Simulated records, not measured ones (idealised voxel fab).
process module | voxel fin reveal
cross-section cut | 275 nm wide | cells 5 nm
A cross-section is a grid of square cells, given in bands from the top down. A band is one or more rows of cells.
Each band's line starts with the height of the band's top and of its bottom, in nm. Then come its materials from left to right, each with its width in nm. One material with "throughout" fills the band from edge to edge. "air" is empty space.
Height 0 is the level under which the wafer as received is all one material. The lowest band goes on downwards, as in "0 down".
A width such as "30 to 40" changes by the same amount from each row of cells to the next, from the band's top row to its bottom row.
"no change" after a step means that no cell of the cross-section changed.
closed voids: empty space of 8 cells or more with no open way to the top, each as width x height at its distance from the left edge, in nm
after a step's settings: what the simulator itself notes on the step
overlay nm, on a step with a mask: how far to the right of its planned place the mask lay; to the left if negative
plan
1 op RECEIVE | material Si
2 op CONFORMAL_DEP | material SiN | thk nm 5
3 op MASKED_ETCH | tone cover | mask id FINS | width nm 15 | pitch nm 40 | etch materials SiN | depth nm 5 | overlay nm 0
4 op MASKED_ETCH | tone cover | mask id FINS | width nm 15 | pitch nm 40 | etch materials Si | depth nm 35 | overlay nm 0
5 op FILL_DEP | material SiO2 | thk nm 10
6 op CMP | height nm 5
7 op SELECTIVE_ETCH | etch materials SiO2 | depth nm 25
8 op STRIP | etch materials SiN
9 op CONFORMAL_DEP | material HfO2 | thk nm 5
first wafer, as planned
as received, after step 1
  0 down: Si throughout
  closed voids: none
after step 2
  5 to 0: SiN throughout
  below 0: unchanged
after step 3
  5 to 0: air 110 | SiN 15 | air 25 | SiN 15 | air 110
  below 0: unchanged
after step 4
  5 to 0: air 110 | SiN 15 | air 25 | SiN 15 | air 110
  0 to -35: air 110 | Si 15 | air 25 | Si 15 | air 110
  below -35: unchanged
after step 5
  15 to 5: SiO2 throughout
  5 to 0: SiO2 110 | SiN 15 | SiO2 25 | SiN 15 | SiO2 110
  0 to -35: SiO2 110 | Si 15 | SiO2 25 | Si 15 | SiO2 110
  below -35: unchanged
after step 6
  5 to 0: SiO2 110 | SiN 15 | SiO2 25 | SiN 15 | SiO2 110
  below 0: unchanged
after step 7
  5 to 0: air 110 | SiN 15 | air 25 | SiN 15 | air 110
  0 to -20: air 110 | Si 15 | air 25 | Si 15 | air 110
  below -20: unchanged
after step 8
  0 to -20: air 110 | Si 15 | air 25 | Si 15 | air 110
  below -20: unchanged
after step 9
  5 to 0: air 105 | HfO2 25 | air 15 | HfO2 25 | air 105
  0 to -15: air 105 | HfO2 5 | Si 15 | HfO2 5 | air 15 | HfO2 5 | Si 15 | HfO2 5 | air 105
  -15 to -20: HfO2 110 | Si 15 | HfO2 25 | Si 15 | HfO2 110
  below -20: unchanged
second wafer: like start, like plan, one mistake. Through step 8 it matches the first wafer
when step 9 should have ended: no change
what went wrong: step 9 was left out
at the end the second wafer has, in cells: 71 fewer of HfO2
